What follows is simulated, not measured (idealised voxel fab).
The name of this process module is voxel gate over fins.
Square cells of 5 nm make up the cross-section cut, whose width is 290 nm.
Cross-sections here: square-cell grids, written as top-down lists of bands, a band being one or more rows of cells. Quick guide to a band line: top height, bottom height (nm) up front; then every material left to right with its width in nm. Only one material and it's marked "full width"? Then it fills the band edge to edge. And "blank" just means empty space. The reference from which all heights are counted is 0, the level beneath which the as-received wafer is entirely one material; the lowest band, having no lower bound, proceeds downward and is written after the example "z 0 and below". Think of "30..40" as a width that walks from the first number to the second as you go down the band, top row to bottom row, taking equal-sized steps from row to row. "identical to before" means the step left every cell of the cross-section as it was. "Enclosed void listing" means: voids of 8 cells or more that are shut off from the top with no open way through. Written width x height at distance, distance from the left edge, in nm. Note: text after step settings on the step line = simulator remark on that step. For masked steps, "overlay nm" on the step line gives how far right of plan the mask actually lay; a minus sign means it lay to the left.
# The planned process steps are enumerated hereunder
step 1: RECEIVE,material Si
step 2: CONFORMAL_DEP,material SiN,thk nm 10
step 3: MASKED_ETCH,tone cover,mask id FINS,width nm 15,pitch nm 40,etch materials SiN,depth nm 10,overlay nm 0
step 4: MASKED_ETCH,tone cover,mask id FINS,width nm 15,pitch nm 40,etch materials Si,depth nm 30,overlay nm 0
step 5: FILL_DEP,material SiO2,thk nm 5
step 6: CMP,height nm 10
step 7: SELECTIVE_ETCH,etch materials SiO2,depth nm 25
step 8: STRIP,etch materials SiN
step 9: CONFORMAL_DEP,material HfO2,thk nm 5
step 10: CONFORMAL_DEP,material TiN,thk nm 5
step 11: CONFORMAL_DEP,material TiAl,thk nm 5
step 12: CONFORMAL_DEP,material TiN,thk nm 5
step 13: FILL_DEP,material W,thk nm 10
step 14: CMP,height nm 25
step 15: CONFORMAL_DEP,material SiCN,thk nm 10
# The first of two wafers, run as planned
# Incoming wafer in cross-section (state: after step 1)
> z 0 and below: Si full width
> Enclosed void listing: none
# You're looking at a cross-section of the wafer after step 2
> z 10 to 0: SiN full width
> Rest of section, below 0: as before.
# You're looking at a cross-section of the wafer after step 3
> z 10 to 0: blank (115)  SiN (15)  blank (25)  SiN (15)  blank (120)
> Rest of section, below 0: as before.
# You're looking at a cross-section of the wafer after step 4
> z 10 to 0: blank (115)  SiN (15)  blank (25)  SiN (15)  blank (120)
> z 0 to -30: blank (115)  Si (15)  blank (25)  Si (15)  blank (120)
> Rest of section, below -30: as before.
# You're looking at a cross-section of the wafer after step 5
> z 15 to 10: SiO2 full width
> z 10 to 0: SiO2 (115)  SiN (15)  SiO2 (25)  SiN (15)  SiO2 (120)
> z 0 to -30: SiO2 (115)  Si (15)  SiO2 (25)  Si (15)  SiO2 (120)
> Rest of section, below -30: as before.
# You're looking at a cross-section of the wafer after step 6
> z 10 to 0: SiO2 (115)  SiN (15)  SiO2 (25)  SiN (15)  SiO2 (120)
> Rest of section, below 0: as before.
# You're looking at a cross-section of the wafer after step 7
> z 10 to 0: blank (115)  SiN (15)  blank (25)  SiN (15)  blank (120)
> z 0 to -15: blank (115)  Si (15)  blank (25)  Si (15)  blank (120)
> Rest of section, below -15: as before.
# You're looking at a cross-section of the wafer after step 8
> z 0 to -15: blank (115)  Si (15)  blank (25)  Si (15)  blank (120)
> Rest of section, below -15: as before.
# You're looking at a cross-section of the wafer after step 9
> z 5 to 0: blank (110)  HfO2 (25)  blank (15)  HfO2 (25)  blank (115)
> z 0 to -10: blank (110)  HfO2 (5)  Si (15)  HfO2 (5)  blank (15)  HfO2 (5)  Si (15)  HfO2 (5)  blank (115)
> z -10 to -15: HfO2 (115)  Si (15)  HfO2 (25)  Si (15)  HfO2 (120)
> Rest of section, below -15: as before.
# You're looking at a cross-section of the wafer after step 10
> z 10 to 5: blank (105)  TiN (35)  blank (5)  TiN (35)  blank (110)
> z 5 to 0: blank (105)  TiN (5)  HfO2 (25)  TiN (5)  blank (5)  TiN (5)  HfO2 (25)  TiN (5)  blank (110)
> z 0 to -5: blank (105)  TiN (5)  HfO2 (5)  Si (15)  HfO2 (5)  TiN (5)  blank (5)  TiN (5)  HfO2 (5)  Si (15)  HfO2 (5)  TiN (5)  blank (110)
> z -5 to -10: TiN (110)  HfO2 (5)  Si (15)  HfO2 (5)  TiN (15)  HfO2 (5)  Si (15)  HfO2 (5)  TiN (115)
> Rest of section, below -10: as before.
# You're looking at a cross-section of the wafer after step 11
> z 15 to 10: blank (100)  TiAl (85)  blank (105)
> z 10 to 5: blank (100)  TiAl (5)  TiN (35)  TiAl (5)  TiN (35)  TiAl (5)  blank (105)
> z 5 to 0: blank (100)  TiAl (5)  TiN (5)  HfO2 (25)  TiN (5)  TiAl (5)  TiN (5)  HfO2 (25)  TiN (5)  TiAl (5)  blank (105)
> z 0 to -5: TiAl (105)  TiN (5)  HfO2 (5)  Si (15)  HfO2 (5)  TiN (5)  TiAl (5)  TiN (5)  HfO2 (5)  Si (15)  HfO2 (5)  TiN (5)  TiAl (110)
> Rest of section, below -5: as before.
# You're looking at a cross-section of the wafer after step 12
> z 20 to 15: blank (95)  TiN (95)  blank (100)
> z 15 to 10: blank (95)  TiN (5)  TiAl (85)  TiN (5)  blank (100)
> z 10 to 5: blank (95)  TiN (5)  TiAl (5)  TiN (35)  TiAl (5)  TiN (35)  TiAl (5)  TiN (5)  blank (100)
> z 5 to 0: TiN (100)  TiAl (5)  TiN (5)  HfO2 (25)  TiN (5)  TiAl (5)  TiN (5)  HfO2 (25)  TiN (5)  TiAl (5)  TiN (105)
> Rest of section, below 0: as before.
# You're looking at a cross-section of the wafer after step 13
> z 30 to 20: W full width
> z 20 to 15: W (95)  TiN (95)  W (100)
> z 15 to 10: W (95)  TiN (5)  TiAl (85)  TiN (5)  W (100)
> z 10 to 5: W (95)  TiN (5)  TiAl (5)  TiN (35)  TiAl (5)  TiN (35)  TiAl (5)  TiN (5)  W (100)
> Rest of section, below 5: as before.
# You're looking at a cross-section of the wafer after step 14
> z 25 to 20: W full width
> Rest of section, below 20: as before.
# You're looking at a cross-section of the wafer after step 15
> z 35 to 25: SiCN full width
> Rest of section, below 25: as before.
# It is to be noted that the second wafer proceeded from the same initial state and according to the same plan as the first, although one mistake was committed in its execution; through step 6, inclusive, the two wafers share an identical history
# Second wafer, sectioned view, at step 7's planned end time
> z 10 to 0: blank (115)  SiN (15)  blank (25)  SiN (15)  blank (120)
> z 0 to -5: blank (115)  Si (15)  blank (25)  Si (15)  blank (120)
> Rest of section, below -5: as before.
# Second wafer, sectioned view, at step 8's planned end time
> z 0 to -5: blank (115)  Si (15)  blank (25)  Si (15)  blank (120)
> Rest of section, below -5: as before.
# Second wafer, sectioned view, at step 9's planned end time
> z 5 to 0: blank (110)  HfO2 (25)  blank (15)  HfO2 (25)  blank (115)
> z 0 to -5: HfO2 (115)  Si (15)  HfO2 (25)  Si (15)  HfO2 (120)
> Rest of section, below -5: as before.
# Second wafer, sectioned view, at step 10's planned end time
> z 10 to 5: blank (105)  TiN (35)  blank (5)  TiN (35)  blank (110)
> z 5 to 0: TiN (110)  HfO2 (25)  TiN (15)  HfO2 (25)  TiN (115)
> Rest of section, below 0: as before.
# Second wafer, sectioned view, at step 11's planned end time
> z 15 to 10: blank (100)  TiAl (85)  blank (105)
> z 10 to 5: TiAl (105)  TiN (35)  TiAl (5)  TiN (35)  TiAl (110)
> Rest of section, below 5: as before.
# Second wafer, sectioned view, at step 12's planned end time
> z 20 to 15: blank (95)  TiN (95)  blank (100)
> z 15 to 10: TiN (100)  TiAl (85)  TiN (105)
> Rest of section, below 10: as before.
# Second wafer, sectioned view, at step 13's planned end time
> z 30 to 20: W full width
> z 20 to 15: W (95)  TiN (95)  W (100)
> Rest of section, below 15: as before.
# Second wafer, sectioned view, at step 14's planned end time
> z 25 to 20: W full width
> Rest of section, below 20: as before.
# Second wafer, sectioned view, at step 15's planned end time
> z 35 to 25: SiCN full width
> Rest of section, below 25: as before.
Here's what went sideways: step 7 was processed under conditions differing from the plan, specifically as SELECTIVE_ETCH,etch materials SiO2,depth nm 15
Final difference in cells, second wafer against first, listed per material as more or fewer: 8 fewer of HfO2 | 104 more of SiO2 | 6 fewer of TiAl | 12 fewer of TiN | 78 fewer of W
